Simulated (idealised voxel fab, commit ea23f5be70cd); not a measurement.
The following process module bears the name voxel wiring stack.
For reference, the cross-section in this document is cut, with width 240 nm and square cells of 5 nm.
Cross-section, as written here: a square-cell grid given band by band from the top down, where a band holds one or more rows of cells.
Within each band entry, the heights of the top and of the bottom of the band appear first, in that order and in nm; the materials of the band then follow from left to right, each with its corresponding width in nm. The designation "edge to edge" on a single material indicates that it fills the band from edge to edge; the designation "empty" indicates empty space.
Ref level 0: as-received wafer is one material below here. Bottom band extends down with no lower bound ("z 0 and below").
The two numbers in a width such as "30..40" mark its ends across the band: the first belongs to the top row of cells, the second to the bottom row, and from each row to the next the width moves by the same amount.
"nothing changed" for a step: no cell of the cross-section changed in that step.
Closed-off voids of 8+ cells (no open route to the top) go in "Closed voids list", written width x height at distance from the left edge, in nm.
On a step's line, text after the settings is the simulator commenting on that step.
When a step includes a mask, the "overlay nm" setting on its line states how far to the right of its planned place that mask lay, and negative values state how far to the left.

Process steps (planned)
1 RECEIVE, material Si
2 CONFORMAL_DEP, material SiO2, thk nm 15
3 CONFORMAL_DEP, material SiN, thk nm 5
4 DIRECTIONAL_DEP, material lowk, thk nm 20
5 MASKED_ETCH, tone open, mask id METAL_1, width nm 30, pitch nm 50, etch materials lowk, depth nm 10, overlay nm 0
6 MASKED_ETCH, tone open, mask id METAL_1, width nm 30, pitch nm 50, etch materials SiN, depth nm 5, overlay nm 0
7 CONFORMAL_DEP, material TiN, thk nm 5
8 FILL_DEP, material Cu, thk nm 5
9 CMP, height nm 40
10 CONFORMAL_DEP, material SiCN, thk nm 5
11 DIRECTIONAL_DEP, material SiO2, thk nm 35
12 DIRECTIONAL_DEP, material aC, thk nm 15
13 PATTERN, tone open, mask id METAL_2, material resist, width nm 30, pitch nm 50, thk nm 35, overlay nm 0
14 DIRECTIONAL_ETCH, etch materials aC, depth nm 15
15 STRIP, etch materials resist
16 DIRECTIONAL_ETCH, etch materials SiO2, depth nm 20
17 STRIP, etch materials aC
18 MASKED_ETCH, tone open, mask id METAL_2_HOLES, width nm 15, pitch nm 50, etch materials SiO2, depth nm 15, overlay nm 0
19 MASKED_ETCH, tone open, mask id METAL_2_HOLES, width nm 15, pitch nm 50, etch materials SiCN, depth nm 5, overlay nm 0
20 CONFORMAL_DEP, material TiN, thk nm 5
21 FILL_DEP, material Cu, thk nm 10
22 CMP, height nm 80
23 CONFORMAL_DEP, material SiCN, thk nm 5
24 DIRECTIONAL_DEP, material SiO2, thk nm 30
25 DIRECTIONAL_DEP, material aC, thk nm 15
26 PATTERN, tone open, mask id METAL_3_HOLES, material resist, width nm 15, thk nm 30, overlay nm 0
27 DIRECTIONAL_ETCH, etch materials aC, depth nm 15
28 STRIP, etch materials resist
29 DIRECTIONAL_ETCH, etch materials SiO2, depth nm 30
30 STRIP, etch materials aC
31 DIRECTIONAL_DEP, material aC, thk nm 10
32 PATTERN, tone open, mask id METAL_3, material resist, width nm 30, pitch nm 50, thk nm 25, overlay nm 0
33 DIRECTIONAL_ETCH, etch materials aC, depth nm 10
34 STRIP, etch materials resist
35 DIRECTIONAL_ETCH, etch materials SiO2, depth nm 15
36 DIRECTIONAL_ETCH, etch materials SiCN, depth nm 5
37 STRIP, etch materials aC
38 CONFORMAL_DEP, material TiN, thk nm 5
39 FILL_DEP, material Cu, thk nm 10
40 CMP, height nm 115
41 CONFORMAL_DEP, material SiCN, thk nm 5
For clarity, it should be stated that the wafers under discussion commence in an identical condition and differ with respect to the depth nm of step 5, the plan indicating the value that the first wafer had.

As-received state after step 1, first of several wafers, cross-section
z 0 and below  Si edge to edge
Closed voids list: none

The figure below presents a cross-section of the first of several wafers at the conclusion of the module, following its last step, step 41
z 120 to 115  SiCN edge to edge
z 115 to 105  80 of SiO2, then 5 of TiN, then 20 of Cu, then 5 of TiN, then 20 of SiO2, then 5 of TiN, then 20 of Cu, then 5 of TiN, then 80 of SiO2
z 105 to 100  80 of SiO2, then 5 of TiN, then 5 of Cu, then 20 of TiN, then 20 of SiO2, then 30 of TiN, then 80 of SiO2
z 100 to 85  80 of SiO2, then 5 of TiN, then 5 of Cu, then 5 of TiN, then 145 of SiO2
z 85 to 80  80 of SiCN, then 15 of TiN, then 145 of SiCN
z 80 to 65  80 of SiO2, then 5 of TiN, then 20 of Cu, then 5 of TiN, then 20 of SiO2, then 5 of TiN, then 20 of Cu, then 5 of TiN, then 80 of SiO2
z 65 to 60  80 of SiO2, then 5 of TiN, then 5 of Cu, then 20 of TiN, then 20 of SiO2, then 5 of TiN, then 5 of Cu, then 20 of TiN, then 80 of SiO2
z 60 to 45  80 of SiO2, then 5 of TiN, then 5 of Cu, then 5 of TiN, then 35 of SiO2, then 5 of TiN, then 5 of Cu, then 5 of TiN, then 95 of SiO2
z 45 to 40  80 of SiCN, then 15 of TiN, then 35 of SiCN, then 15 of TiN, then 95 of SiCN
z 40 to 35  80 of lowk, then 5 of TiN, then 20 of Cu, then 5 of TiN, then 20 of lowk, then 5 of TiN, then 20 of Cu, then 5 of TiN, then 80 of lowk
z 35 to 30  80 of lowk, then 30 of TiN, then 20 of lowk, then 30 of TiN, then 80 of lowk
z 30 to 20  lowk edge to edge
z 20 to 15  SiN edge to edge
z 15 to 0  SiO2 edge to edge
z 0 and below  Si edge to edge
Closed voids list: none

The last wafer as seen in cross-section at the end of the module
z 120 to 115  SiCN edge to edge
z 115 to 105  80 of SiO2, then 5 of TiN, then 20 of Cu, then 5 of TiN, then 20 of SiO2, then 5 of TiN, then 20 of Cu, then 5 of TiN, then 80 of SiO2
z 105 to 100  80 of SiO2, then 5 of TiN, then 5 of Cu, then 20 of TiN, then 20 of SiO2, then 30 of TiN, then 80 of SiO2
z 100 to 85  80 of SiO2, then 5 of TiN, then 5 of Cu, then 5 of TiN, then 145 of SiO2
z 85 to 80  80 of SiCN, then 15 of TiN, then 145 of SiCN
z 80 to 65  80 of SiO2, then 5 of TiN, then 20 of Cu, then 5 of TiN, then 20 of SiO2, then 5 of TiN, then 20 of Cu, then 5 of TiN, then 80 of SiO2
z 65 to 60  80 of SiO2, then 5 of TiN, then 5 of Cu, then 20 of TiN, then 20 of SiO2, then 5 of TiN, then 5 of Cu, then 20 of TiN, then 80 of SiO2
z 60 to 45  80 of SiO2, then 5 of TiN, then 5 of Cu, then 5 of TiN, then 35 of SiO2, then 5 of TiN, then 5 of Cu, then 5 of TiN, then 95 of SiO2
z 45 to 40  80 of SiCN, then 15 of TiN, then 35 of SiCN, then 15 of TiN, then 95 of SiCN
z 40 to 20  80 of lowk, then 5 of TiN, then 20 of Cu, then 5 of TiN, then 20 of lowk, then 5 of TiN, then 20 of Cu, then 5 of TiN, then 80 of lowk
z 20 to 15  80 of SiN, then 30 of TiN, then 20 of SiN, then 30 of TiN, then 80 of SiN
z 15 to 0  SiO2 edge to edge
z 0 and below  Si edge to edge
Closed voids list: none

Per wafer, end of module: cells gained (+) or lost (-) per material since receipt, then closed voids
depth nm 10 | +60 Cu | +135 SiCN | +48 SiN | +657 SiO2 | +84 TiN | +168 lowk | Closed voids list: none
depth nm 15 | +68 Cu | +135 SiCN | +48 SiN | +657 SiO2 | +88 TiN | +156 lowk | Closed voids list: none
depth nm 20 | +84 Cu | +135 SiCN | +36 SiN | +657 SiO2 | +96 TiN | +144 lowk | Closed voids list: none
depth nm 25 | +84 Cu | +135 SiCN | +36 SiN | +657 SiO2 | +96 TiN | +144 lowk | Closed voids list: none
depth nm 30 | +84 Cu | +135 SiCN | +36 SiN | +657 SiO2 | +96 TiN | +144 lowk | Closed voids list: none
depth nm 35 | +84 Cu | +135 SiCN | +36 SiN | +657 SiO2 | +96 TiN | +144 lowk | Closed voids list: none
